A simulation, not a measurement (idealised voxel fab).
process module | voxel wiring stack
cross-section cut | 165 nm wide | cells 5 nm
A cross-section is a grid of square cells, given in bands from the top down. A band is one or more rows of cells.
Each band's line starts with the height of the band's top and of its bottom, in nm. Then come its materials from left to right, each with its width in nm. One material with "throughout" fills the band from edge to edge. "air" is empty space.
Height 0 is the level under which the wafer as received is all one material. The lowest band goes on downwards, as in "0 down".
A width such as "30 to 40" changes by the same amount from each row of cells to the next, from the band's top row to its bottom row.
"no change" after a step means that no cell of the cross-section changed.
closed voids: empty space of 8 cells or more with no open way to the top, each as width x height at its distance from the left edge, in nm
after a step's settings: what the simulator itself notes on the step
overlay nm, on a step with a mask: how far to the right of its planned place the mask lay; to the left if negative
plan
1 op RECEIVE | material Si
2 op CONFORMAL_DEP | material SiO2 | thk nm 15
3 op CONFORMAL_DEP | material SiN | thk nm 5
4 op DIRECTIONAL_DEP | material lowk | thk nm 15
5 op PATTERN | tone open | mask id METAL_1 | material resist | width nm 30 | pitch nm 55 | thk nm 20 | overlay nm 0
6 op DIRECTIONAL_ETCH | etch materials lowk | depth nm 15
7 op DIRECTIONAL_ETCH | etch materials SiN | depth nm 5
8 op STRIP | etch materials resist
9 op CONFORMAL_DEP | material TiN | thk nm 5
10 op FILL_DEP | material W | thk nm 5
11 op CMP | height nm 35
12 op EPI | material Ru | thk nm 5
13 op FILL_DEP | material SiCN | thk nm 5
14 op DIRECTIONAL_DEP | material lowk | thk nm 30
15 op DIRECTIONAL_DEP | material aC | thk nm 15
16 op PATTERN | tone open | mask id METAL_2_HOLES | material resist | width nm 15 | thk nm 35 | overlay nm 0
17 op DIRECTIONAL_ETCH | etch materials aC | depth nm 15
18 op STRIP | etch materials resist
19 op DIRECTIONAL_ETCH | etch materials lowk | depth nm 30
20 op STRIP | etch materials aC
21 op DIRECTIONAL_DEP | material aC | thk nm 10
22 op PATTERN | tone open | mask id METAL_2 | material resist | width nm 20 | pitch nm 55 | thk nm 25 | overlay nm 0
23 op DIRECTIONAL_ETCH | etch materials aC | depth nm 10
24 op STRIP | etch materials resist
25 op DIRECTIONAL_ETCH | etch materials lowk | depth nm 20
26 op DIRECTIONAL_ETCH | etch materials SiCN | depth nm 5
27 op STRIP | etch materials aC
28 op CONFORMAL_DEP | material TiN | thk nm 5
29 op FILL_DEP | material Cu | thk nm 10
30 op CMP | height nm 75
31 op CONFORMAL_DEP | material SiN | thk nm 5
varied across the wafers: width nm of step 22. The plan shows the first wafer's value. All wafers start alike
first wafer as received, after step 1
  0 down: Si throughout
  closed voids: none
first wafer at the end, after step 31
  80 to 75: SiN throughout
  75 to 60: lowk 40 | TiN 5 | Cu 15 | TiN 5 | lowk 35 | TiN 5 | Cu 10 | TiN 5 | lowk 45
  60 to 55: lowk 40 | TiN 5 | Cu 5 | TiN 15 | lowk 35 | TiN 20 | lowk 45
  55 to 50: lowk 40 | TiN 5 | Cu 5 | TiN 5 | lowk 110
  50 to 45: lowk 40 | TiN 15 | lowk 110
  45 to 40: SiCN 45 | TiN 10 | SiCN 110
  40 to 35: SiCN 35 | Ru 40 | SiCN 15 | Ru 40 | SiCN 35
  35 to 20: lowk 40 | TiN 5 | W 20 | TiN 5 | lowk 25 | TiN 5 | W 20 | TiN 5 | lowk 40
  20 to 15: SiN 40 | TiN 30 | SiN 25 | TiN 30 | SiN 40
  15 to 0: SiO2 throughout
  0 down: Si throughout
  closed voids: none
last wafer at the end
  80 to 75: SiN throughout
  75 to 60: lowk 35 | TiN 5 | Cu 30 | TiN 5 | lowk 15 | TiN 5 | Cu 30 | TiN 5 | lowk 35
  60 to 55: lowk 35 | TiN 10 | Cu 5 | TiN 25 | lowk 15 | TiN 40 | lowk 35
  55 to 45: lowk 40 | TiN 5 | Cu 5 | TiN 5 | lowk 110
  45 to 40: SiCN 40 | TiN 15 | SiCN 110
  40 to 35: SiCN 35 | Ru 40 | SiCN 15 | Ru 40 | SiCN 35
  35 to 20: lowk 40 | TiN 5 | W 20 | TiN 5 | lowk 25 | TiN 5 | W 20 | TiN 5 | lowk 40
  20 to 15: SiN 40 | TiN 30 | SiN 25 | TiN 30 | SiN 40
  15 to 0: SiO2 throughout
  0 down: Si throughout
  closed voids: none
each wafer at the end: cells of each material gained (+) or lost (-) since it was received, then its closed voids
width nm 20 | +17 Cu | +16 Ru | +48 SiCN | +54 SiN | +99 SiO2 | +51 TiN | +24 W | +219 lowk | closed voids: none
width nm 25 | +23 Cu | +16 Ru | +48 SiCN | +54 SiN | +99 SiO2 | +53 TiN | +24 W | +211 lowk | closed voids: none
width nm 30 | +27 Cu | +16 Ru | +47 SiCN | +54 SiN | +99 SiO2 | +54 TiN | +24 W | +207 lowk | closed voids: none
width nm 35 | +33 Cu | +16 Ru | +47 SiCN | +54 SiN | +99 SiO2 | +56 TiN | +24 W | +199 lowk | closed voids: none
width nm 40 | +39 Cu | +16 Ru | +47 SiCN | +54 SiN | +99 SiO2 | +58 TiN | +24 W | +191 lowk | closed voids: none
